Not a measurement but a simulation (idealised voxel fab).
Herein follows the process module entitled voxel ribs on slabs.
Cross-section cut: width 190 nm, square cells of 5 nm.
Notation: cross-section as square-cell grid; stated in bands, top first, going down; one or more cell rows per band.
A band entry consists of two parts. The first gives the height of the band's top and the height of its bottom, in nm. The rest lists the band's materials from left to right, each with its width in nm. A single material labelled with the word "throughout" fills the band from edge to edge, and the word "air" marks empty space.
Height reference: 0 = level under which incoming wafer is all one material. Lowest band: no bottom, runs on downward, e.g. "z 0 and below".
Graded width ("30->40"): value in top row of band = first number; value in bottom row = second number; row-to-row change constant.
For the purposes of this document, the phrase "nothing different" attached to a step denotes that no cell within the cross-section was modified by that step.
This entry, "Unvented internal voids", enumerates those empty regions of no fewer than 8 cells that possess no open connection to the top. Each region is reported in the form width x height at distance, the distance being taken from the left edge, with all three quantities expressed in nm.
Heads up: the bit after the settings on a step's line is the simulator's remark on that step.
The line of a step may include "overlay nm". On a step with a mask, this value is how far to the right of its planned place the mask lay. A negative value means the mask lay to the left.

Planned process steps
- 1: op RECEIVE | material Si
- 2: op DIRECTIONAL_DEP | material SiO2 | thk nm 20
- 3: op DIRECTIONAL_DEP | material SiN | thk nm 20
- 4: op DIRECTIONAL_DEP | material aC | thk nm 10
- 5: op PATTERN | tone cover | mask id RIB | material resist | width nm 15 | thk nm 25 | overlay nm 0
- 6: op DIRECTIONAL_ETCH | etch materials aC | depth nm 10
- 7: op STRIP | etch materials resist
- 8: op DIRECTIONAL_ETCH | etch materials SiN | depth nm 15
- 9: op STRIP | etch materials aC
- 10: op PATTERN | tone cover | mask id SLAB | material resist | width nm 65 | thk nm 20 | overlay nm 0
- 11: op DIRECTIONAL_ETCH | etch materials SiN | depth nm 5
- 12: op STRIP | etch materials resist
- 13: op FILL_DEP | material SiO2 | thk nm 20
- 14: op CMP | height nm 50
- 15: op DIRECTIONAL_DEP | material W | thk nm 10
- 16: op PATTERN | tone cover | mask id HEATER | material resist | width nm 25 | thk nm 15 | overlay nm -15
- 17: op DIRECTIONAL_ETCH | etch materials W | depth nm 10
- 18: op STRIP | etch materials resist
- 19: op CONFORMAL_DEP | material SiN | thk nm 5
The plan's step 16 overlay nm is the first wafer's value; the wafers differ in this setting and start identical.

As-received cross-section, first of several wafers, post step 1
    z 0 and below: Si throughout
    Unvented internal voids: none

Here is the cross-section of the first of several wafers at the end of the module, after its last step, step 19
    z 65 to 60: air=60  SiN=35  air=95
    z 60 to 55: air=60  SiN=5  W=25  SiN=5  air=95
    z 55 to 50: SiN=65  W=25  SiN=100
    z 50 to 40: SiO2 throughout
    z 40 to 25: SiO2=85  SiN=15  SiO2=90
    z 25 to 20: SiO2=60  SiN=65  SiO2=65
    z 20 to 0: SiO2 throughout
    z 0 and below: Si throughout
    Unvented internal voids: none

Cross-section, last wafer, module completion
    z 65 to 60: air=90  SiN=35  air=65
    z 60 to 55: air=90  SiN=5  W=25  SiN=5  air=65
    z 55 to 50: SiN=95  W=25  SiN=70
    z 50 to 40: SiO2 throughout
    z 40 to 25: SiO2=85  SiN=15  SiO2=90
    z 25 to 20: SiO2=60  SiN=65  SiO2=65
    z 20 to 0: SiO2 throughout
    z 0 and below: Si throughout
    Unvented internal voids: none

Gained (+) or lost (-) cells of each material since receipt, then closed voids: one row per wafer, at the end of the module
overlay nm -15 | +64 SiN | +358 SiO2 | +10 W | Unvented internal voids: none
overlay nm -10 | +64 SiN | +358 SiO2 | +10 W | Unvented internal voids: none
overlay nm -5 | +64 SiN | +358 SiO2 | +10 W | Unvented internal voids: none
overlay nm 0 | +64 SiN | +358 SiO2 | +10 W | Unvented internal voids: none
overlay nm 5 | +64 SiN | +358 SiO2 | +10 W | Unvented internal voids: none
overlay nm 10 | +64 SiN | +358 SiO2 | +10 W | Unvented internal voids: none
overlay nm 15 | +64 SiN | +358 SiO2 | +10 W | Unvented internal voids: none
